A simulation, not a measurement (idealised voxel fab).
Process module name: voxel transistor to metal
290 nm wide, 5 nm square cells: that's cross-section cut.
Format of a cross-section: grid, square cells. Given as bands. Order: top down. Band: one or more rows of cells. Basically the band line says how high the top is and how high the bottom is, in nm, and then what's in it from left to right, every material with its width in nm. Empty space shows up as "blank", and if a single material carries "throughout" it runs the full band edge to edge. Height 0 is the level under which the wafer as received is all one material. The lowest band goes on downwards, as in "0 and below". It should be noted that a width expressed as "30..40" varies in equal increments from row to row of cells within the band, taking the value of the first number at the top row and that of the second number at the bottom row. "nothing was modified" -> step changed no cross-section cell. Enclosed void listing: empty space of 8 cells or more with no open way to the top, each as width x height at its distance from the left edge, in nm. Text after the settings on a step's line: the simulator's own remark on that step. overlay nm: how far to the right of its planned place the mask lay on this masked step (negative: to the left).
### Below is the list of planned process steps
1. RECEIVE | material Si
2. OXIDIZE | depth nm 5
3. CONFORMAL_DEP | material SiN | thk nm 15
4. DIRECTIONAL_DEP | material aC | thk nm 15
5. PATTERN | tone cover | mask id ACTIVE | material resist | width nm 105 | pitch nm 125 | thk nm 30 | overlay nm 0
6. DIRECTIONAL_ETCH | etch materials aC | depth nm 15
7. STRIP | etch materials resist
8. DIRECTIONAL_ETCH | etch materials SiN | depth nm 15
9. DIRECTIONAL_ETCH | etch materials SiO2 | depth nm 5
10. DIRECTIONAL_ETCH | etch materials Si | depth nm 25
11. STRIP | etch materials aC
12. OXIDIZE | depth nm 5
13. FILL_DEP | material SiO2 | thk nm 10
14. CMP | height nm 15
15. SELECTIVE_ETCH | etch materials SiO2 | depth nm 15
16. STRIP | etch materials SiN
17. SELECTIVE_ETCH | etch materials SiO2 | depth nm 5
18. OXIDIZE | depth nm 5
19. DIRECTIONAL_DEP | material polySi | thk nm 20
20. DIRECTIONAL_DEP | material SiCN | thk nm 10
21. MASKED_ETCH | tone cover | mask id GATE | width nm 25 | pitch nm 125 | etch materials SiCN | depth nm 20 | overlay nm 0
22. MASKED_ETCH | tone cover | mask id GATE | width nm 25 | pitch nm 125 | etch materials polySi | depth nm 30 | overlay nm 0
23. CONFORMAL_DEP | material SiO2 | thk nm 5
24. DIRECTIONAL_ETCH | etch materials SiO2 | depth nm 5
25. CONFORMAL_DEP | material SiN | thk nm 10
26. DIRECTIONAL_ETCH | etch materials SiN | depth nm 10
27. DIRECTIONAL_ETCH | etch materials SiO2 | depth nm 5
28. DIRECTIONAL_ETCH | etch materials Si | depth nm 15
29. EPI | material nSi | thk nm 20
30. FILL_DEP | material SiO2 | thk nm 10
31. CMP | height nm 25
32. DIRECTIONAL_DEP | material SiO2 | thk nm 15
33. MASKED_ETCH | tone open | mask id CONTACT | width nm 20 | etch materials SiO2 | depth nm 30 | overlay nm 0
34. CONFORMAL_DEP | material TiN | thk nm 5
35. FILL_DEP | material Ru | thk nm 5
36. CMP | height nm 40
37. CONFORMAL_DEP | material SiCN | thk nm 5
38. DIRECTIONAL_DEP | material SiO2 | thk nm 25
39. DIRECTIONAL_DEP | material aC | thk nm 10
40. PATTERN | tone open | mask id METAL_1 | material resist | width nm 20 | thk nm 30 | overlay nm 0
41. DIRECTIONAL_ETCH | etch materials aC | depth nm 10
42. STRIP | etch materials resist
43. DIRECTIONAL_ETCH | etch materials SiO2 | depth nm 25
44. DIRECTIONAL_ETCH | etch materials SiCN | depth nm 5
45. STRIP | etch materials aC
46. CONFORMAL_DEP | material TiN | thk nm 5
47. FILL_DEP | material Cu | thk nm 10
48. CMP | height nm 70
49. CONFORMAL_DEP | material SiCN | thk nm 5
50. DIRECTIONAL_DEP | material SiO2 | thk nm 25
51. PATTERN | tone open | mask id METAL_2 | material resist | width nm 20 | pitch nm 125 | thk nm 20 | overlay nm 0
52. DIRECTIONAL_ETCH | etch materials SiO2 | depth nm 15
53. STRIP | etch materials resist
54. DIRECTIONAL_DEP | material aC | thk nm 15
55. PATTERN | tone open | mask id METAL_2_HOLES | material resist | width nm 15 | pitch nm 125 | thk nm 30 | overlay nm 0
56. DIRECTIONAL_ETCH | etch materials aC | depth nm 15
57. STRIP | etch materials resist
58. DIRECTIONAL_ETCH | etch materials SiO2 | depth nm 10
59. DIRECTIONAL_ETCH | etch materials SiCN | depth nm 5
60. STRIP | etch materials aC
61. CONFORMAL_DEP | material TiN | thk nm 5
62. FILL_DEP | material Ru | thk nm 10
63. CMP | height nm 100
64. CONFORMAL_DEP | material SiCN | thk nm 5
### Cross-section, incoming material, after step 1
* 0 and below: Si throughout
* Enclosed void listing: none
### First wafer of two, sectioned at end of module; run went per plan
* 105 down to 100: SiCN throughout
* 100 down to 90: SiO2: 35 | TiN: 5 | Ru: 10 | TiN: 5 | SiO2: 105 | TiN: 5 | Ru: 10 | TiN: 5 | SiO2: 110
* 90 down to 85: SiO2: 35 | TiN: 5 | Ru: 5 | TiN: 10 | SiO2: 105 | TiN: 5 | Ru: 5 | TiN: 10 | SiO2: 110
* 85 down to 75: SiO2: 35 | TiN: 5 | Ru: 5 | TiN: 5 | SiO2: 110 | TiN: 5 | Ru: 5 | TiN: 5 | SiO2: 115
* 75 down to 70: SiCN: 35 | TiN: 15 | SiCN: 110 | TiN: 15 | SiCN: 115
* 70 down to 45: SiO2: 35 | TiN: 5 | Cu: 10 | TiN: 5 | SiO2: 55 | TiN: 5 | Cu: 10 | TiN: 5 | SiO2: 30 | TiN: 5 | Cu: 10 | TiN: 5 | SiO2: 55 | TiN: 5 | Cu: 10 | TiN: 5 | SiO2: 35
* 45 down to 40: SiCN: 35 | TiN: 20 | SiCN: 55 | TiN: 20 | SiCN: 30 | TiN: 20 | SiCN: 55 | TiN: 20 | SiCN: 35
* 40 down to 25: SiO2: 35 | TiN: 5 | Ru: 10 | TiN: 5 | SiO2: 55 | TiN: 5 | Ru: 10 | TiN: 5 | SiO2: 30 | TiN: 5 | Ru: 10 | TiN: 5 | SiO2: 55 | TiN: 5 | Ru: 10 | TiN: 5 | SiO2: 35
* 25 down to 15: SiO2: 35 | TiN: 5 | Ru: 10 | TiN: 5 | SiN: 10 | SiO2: 5 | SiCN: 25 | SiO2: 5 | SiN: 10 | TiN: 5 | Ru: 10 | TiN: 5 | SiO2: 30 | TiN: 5 | Ru: 10 | TiN: 5 | SiN: 10 | SiO2: 5 | SiCN: 25 | SiO2: 5 | SiN: 10 | TiN: 5 | Ru: 10 | TiN: 5 | SiO2: 35
* 15 down to 10: SiO2: 35 | TiN: 20 | SiN: 10 | SiO2: 5 | polySi: 25 | SiO2: 5 | SiN: 10 | TiN: 20 | SiO2: 30 | TiN: 20 | SiN: 10 | SiO2: 5 | polySi: 25 | SiO2: 5 | SiN: 10 | TiN: 20 | SiO2: 35
* 10 down to -5: SiO2: 35 | nSi: 20 | SiN: 10 | SiO2: 5 | polySi: 25 | SiO2: 5 | SiN: 10 | nSi: 20 | SiO2: 30 | nSi: 20 | SiN: 10 | SiO2: 5 | polySi: 25 | SiO2: 5 | SiN: 10 | nSi: 20 | SiO2: 35
* -5 down to -10: SiO2: 30 | nSi: 25 | SiO2: 55 | nSi: 25 | SiO2: 20 | nSi: 25 | SiO2: 55 | nSi: 25 | SiO2: 30
* -10 down to -25: SiO2: 35 | nSi: 20 | Si: 55 | nSi: 20 | SiO2: 30 | nSi: 20 | Si: 55 | nSi: 20 | SiO2: 35
* -25 down to -35: SiO2: 35 | Si: 95 | SiO2: 30 | Si: 95 | SiO2: 35
* -35 and below: Si throughout
* Enclosed void listing: none
### Cross-section, wafer two of two, end of module: same start and plan as wafer one, one error in execution
* 105 down to 100: SiCN throughout
* 100 down to 90: SiO2: 35 | TiN: 5 | Ru: 10 | TiN: 5 | SiO2: 105 | TiN: 5 | Ru: 10 | TiN: 5 | SiO2: 110
* 90 down to 85: SiO2: 35 | TiN: 5 | Ru: 5 | TiN: 10 | SiO2: 105 | TiN: 5 | Ru: 5 | TiN: 10 | SiO2: 110
* 85 down to 75: SiO2: 35 | TiN: 5 | Ru: 5 | TiN: 5 | SiO2: 110 | TiN: 5 | Ru: 5 | TiN: 5 | SiO2: 115
* 75 down to 70: SiCN: 35 | TiN: 15 | SiCN: 110 | TiN: 15 | SiCN: 115
* 70 down to 45: SiO2: 35 | TiN: 5 | Cu: 10 | TiN: 5 | SiO2: 55 | TiN: 5 | Cu: 10 | TiN: 5 | SiO2: 30 | TiN: 5 | Cu: 10 | TiN: 5 | SiO2: 55 | TiN: 5 | Cu: 10 | TiN: 5 | SiO2: 35
* 45 down to 40: SiCN: 35 | TiN: 20 | SiCN: 55 | TiN: 20 | SiCN: 30 | TiN: 20 | SiCN: 55 | TiN: 20 | SiCN: 35
* 40 down to 30: SiO2: 35 | TiN: 5 | Ru: 15 | TiN: 5 | SiO2: 50 | TiN: 5 | Ru: 15 | TiN: 5 | SiO2: 25 | TiN: 5 | Ru: 15 | TiN: 5 | SiO2: 50 | TiN: 5 | Ru: 15 | TiN: 5 | SiO2: 30
* 30 down to 25: SiO2: 35 | TiN: 5 | Ru: 10 | TiN: 10 | SiO2: 50 | TiN: 5 | Ru: 15 | TiN: 5 | SiO2: 25 | TiN: 5 | Ru: 10 | TiN: 10 | SiO2: 50 | TiN: 5 | Ru: 15 | TiN: 5 | SiO2: 30
* 25 down to 15: SiO2: 35 | TiN: 5 | Ru: 10 | TiN: 5 | SiN: 10 | SiO2: 5 | SiCN: 25 | SiO2: 5 | SiN: 10 | TiN: 5 | Ru: 15 | TiN: 5 | SiO2: 25 | TiN: 5 | Ru: 10 | TiN: 5 | SiN: 10 | SiO2: 5 | SiCN: 25 | SiO2: 5 | SiN: 10 | TiN: 5 | Ru: 15 | TiN: 5 | SiO2: 30
* 15 down to 10: SiO2: 35 | TiN: 20 | SiN: 10 | SiO2: 5 | polySi: 25 | SiO2: 5 | SiN: 10 | TiN: 25 | SiO2: 25 | TiN: 20 | SiN: 10 | SiO2: 5 | polySi: 25 | SiO2: 5 | SiN: 10 | TiN: 25 | SiO2: 30
* 10 down to -5: SiO2: 35 | nSi: 20 | SiN: 10 | SiO2: 5 | polySi: 25 | SiO2: 5 | SiN: 10 | nSi: 20 | SiO2: 30 | nSi: 20 | SiN: 10 | SiO2: 5 | polySi: 25 | SiO2: 5 | SiN: 10 | nSi: 20 | SiO2: 35
* -5 down to -10: SiO2: 30 | nSi: 25 | SiO2: 55 | nSi: 25 | SiO2: 20 | nSi: 25 | SiO2: 55 | nSi: 25 | SiO2: 30
* -10 down to -25: SiO2: 35 | nSi: 20 | Si: 55 | nSi: 20 | SiO2: 30 | nSi: 20 | Si: 55 | nSi: 20 | SiO2: 35
* -25 down to -35: SiO2: 35 | Si: 95 | SiO2: 30 | Si: 95 | SiO2: 35
* -35 and below: Si throughout
* Enclosed void listing: none
Diagnosis: step 33 was processed under conditions differing from the plan, specifically as MASKED_ETCH | tone open | mask id CONTACT | width nm 25 | etch materials SiO2 | depth nm 30 | overlay nm 0
Heads up, by the end the second wafer has more or fewer cells of some materials compared to the first: Ru: 14 more; SiO2: 18 fewer; TiN: 4 more
